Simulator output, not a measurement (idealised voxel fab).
The document below concerns the process module designated voxel wiring stack.
Cross-sectional view cut (width: 240 nm; square cell size: 5 nm).
Throughout this document, each cross-section is represented as a grid of square cells and is presented as a sequence of bands enumerated from the top downward, where a band comprises one or more rows of cells.
Band: top height; bottom height; in nm. Then, left to right: material with width in nm, for each material. "edge to edge": a single material spanning edge to edge. "empty": empty space.
Where do heights start? At 0: under that level the wafer as delivered is made of one material only. And the lowest band has no floor; it just carries on downward, as in "0..down".
The notation "30->40" denotes a width that varies across the rows of cells in the band, beginning at the first number in the top row, finishing at the second number in the bottom row, and changing by an identical amount from each row to the next.
"stayed the same" after a step means that no cell of the cross-section changed.
In the "Cavities, closed" entry, you get each enclosed empty space of 8 cells or more, one with no open way to the top, written width x height at distance, distance from the left edge, in nm.
If you see something after the settings on a step's line, that's the simulator's own remark about that step.
Steps that use a mask can have "overlay nm" on their line. It says how far the mask sat to the right of where it was meant to be. Negative means to the left.

Planned process steps:
step 1: RECEIVE | material Si
step 2: CONFORMAL_DEP | material SiO2 | thk nm 10
step 3: DIRECTIONAL_DEP | material TiN | thk nm 5
step 4: DIRECTIONAL_DEP | material Ru | thk nm 15
step 5: DIRECTIONAL_DEP | material aC | thk nm 10
step 6: PATTERN | tone cover | mask id METAL_1 | material resist | width nm 20 | pitch nm 50 | thk nm 30 | overlay nm 0
step 7: DIRECTIONAL_ETCH | etch materials aC | depth nm 10
step 8: STRIP | etch materials resist
step 9: DIRECTIONAL_ETCH | etch materials Ru | depth nm 15
step 10: DIRECTIONAL_ETCH | etch materials TiN | depth nm 5
step 11: STRIP | etch materials aC
step 12: CONFORMAL_DEP | material SiN | thk nm 5
step 13: FILL_DEP | material SiO2 | thk nm 10
step 14: CMP | height nm 30
step 15: CONFORMAL_DEP | material SiCN | thk nm 5
step 16: DIRECTIONAL_DEP | material lowk | thk nm 10
step 17: PATTERN | tone open | mask id PLUG_1 | material resist | width nm 15 | pitch nm 50 | thk nm 15 | overlay nm 0
step 18: DIRECTIONAL_ETCH | etch materials lowk | depth nm 10
step 19: DIRECTIONAL_ETCH | etch materials SiCN | depth nm 5
step 20: STRIP | etch materials resist
step 21: EPI | material Ru | thk nm 10
step 22: EPI | material Ru | thk nm 5
step 23: CONFORMAL_DEP | material SiN | thk nm 5
step 24: DIRECTIONAL_DEP | material SiO2 | thk nm 20
step 25: PATTERN | tone open | mask id METAL_2 | material resist | width nm 20 | pitch nm 50 | thk nm 15 | overlay nm 0
step 26: DIRECTIONAL_ETCH | etch materials SiO2 | depth nm 20
step 27: DIRECTIONAL_ETCH | etch materials SiN | depth nm 5
step 28: STRIP | etch materials resist
step 29: CONFORMAL_DEP | material TiN | thk nm 5
step 30: FILL_DEP | material Cu | thk nm 5
step 31: CMP | height nm 70
step 32: EPI | material Ru | thk nm 5
step 33: FILL_DEP | material SiCN | thk nm 5
step 34: DIRECTIONAL_DEP | material SiO2 | thk nm 15
step 35: MASKED_ETCH | tone open | mask id PLUG_2 | width nm 15 | pitch nm 50 | etch materials SiO2 | depth nm 15 | overlay nm 0
step 36: MASKED_ETCH | tone open | mask id PLUG_2 | width nm 15 | pitch nm 50 | etch materials SiCN | depth nm 5 | overlay nm 0
step 37: EPI | material Ru | thk nm 10
step 38: EPI | material Ru | thk nm 10
step 39: DIRECTIONAL_DEP | material TiN | thk nm 5
step 40: DIRECTIONAL_DEP | material Ru | thk nm 25
step 41: MASKED_ETCH | tone cover | mask id METAL_3 | width nm 20 | pitch nm 50 | etch materials Ru | depth nm 25 | overlay nm 0
step 42: MASKED_ETCH | tone cover | mask id METAL_3 | width nm 20 | pitch nm 50 | etch materials TiN | depth nm 5 | overlay nm 0
step 43: FILL_DEP | material lowk | thk nm 5
step 44: CMP | height nm 125
step 45: CONFORMAL_DEP | material SiN | thk nm 5

So this is the incoming wafer in cross-section - it's already been through step 1:
> 0..down = Si edge to edge
> Cavities, closed: none

As-planned run: cross-section of the first of two wafers at end of module:
> 130..125 = SiN edge to edge
> 125..100 = 60 lowk  20 Ru  30 lowk  20 Ru  30 lowk  20 Ru  60 lowk
> 100..95 = 60 lowk  20 TiN  30 lowk  20 TiN  30 lowk  20 TiN  60 lowk
> 95..80 = 60 SiO2  15 Ru  35 SiO2  15 Ru  35 SiO2  15 Ru  65 SiO2
> 80..70 = 60->55 SiCN  15->30 Ru  35->20 SiCN  15->30 Ru  35->20 SiCN  15->30 Ru  65->55 SiCN
> 70..50 = 60 SiO2  5 TiN  10 Cu  5 TiN  30 SiO2  5 TiN  10 Cu  5 TiN  30 SiO2  5 TiN  10 Cu  5 TiN  60 SiO2
> 50..45 = 60 SiN  20 TiN  30 SiN  20 TiN  30 SiN  20 TiN  60 SiN
> 45..35 = 60 lowk  15 Ru  35 lowk  15 Ru  35 lowk  15 Ru  65 lowk
> 35..30 = 60 SiCN  15 Ru  35 SiCN  15 Ru  35 SiCN  15 Ru  65 SiCN
> 30..15 = 55 SiO2  5 SiN  20 Ru  5 SiN  20 SiO2  5 SiN  20 Ru  5 SiN  20 SiO2  5 SiN  20 Ru  5 SiN  55 SiO2
> 15..10 = 60 SiN  20 TiN  30 SiN  20 TiN  30 SiN  20 TiN  60 SiN
> 10..0 = SiO2 edge to edge
> 0..down = Si edge to edge
> Cavities, closed: none

Cross-section, wafer two of two, end of module: same start and plan as wafer one, one error in execution:
> 130..125 = SiN edge to edge
> 125..100 = 60 lowk  20 Ru  30 lowk  20 Ru  30 lowk  20 Ru  60 lowk
> 100..95 = 60 lowk  20 TiN  30 lowk  20 TiN  30 lowk  20 TiN  60 lowk
> 95..90 = 55 lowk  25 Ru  25 lowk  25 Ru  25 lowk  25 Ru  60 lowk
> 90..85 = 55 lowk  5 SiO2  15 Ru  10 SiO2  20 lowk  5 SiO2  15 Ru  10 SiO2  20 lowk  5 SiO2  15 Ru  10 SiO2  55 lowk
> 85..75 = 60 SiO2  15 Ru  35 SiO2  15 Ru  35 SiO2  15 Ru  65 SiO2
> 75..70 = 55 SiO2  30 Ru  20 SiO2  30 Ru  20 SiO2  30 Ru  55 SiO2
> 70..50 = 60 SiO2  5 TiN  10 Cu  5 TiN  30 SiO2  5 TiN  10 Cu  5 TiN  30 SiO2  5 TiN  10 Cu  5 TiN  60 SiO2
> 50..45 = 60 SiN  20 TiN  30 SiN  20 TiN  30 SiN  20 TiN  60 SiN
> 45..35 = 60 lowk  15 Ru  35 lowk  15 Ru  35 lowk  15 Ru  65 lowk
> 35..30 = 60 SiCN  15 Ru  35 SiCN  15 Ru  35 SiCN  15 Ru  65 SiCN
> 30..15 = 55 SiO2  5 SiN  20 Ru  5 SiN  20 SiO2  5 SiN  20 Ru  5 SiN  20 SiO2  5 SiN  20 Ru  5 SiN  55 SiO2
> 15..10 = 60 SiN  20 TiN  30 SiN  20 TiN  30 SiN  20 TiN  60 SiN
> 10..0 = SiO2 edge to edge
> 0..down = Si edge to edge
> Cavities, closed: none
The mistake made against the process plan was this: step 33 of the plan was excluded from execution and never run
Bottom line after processing is that, in cells, the second wafer is up or down on some materials versus the first: +6 Ru; -69 SiCN; +63 lowk
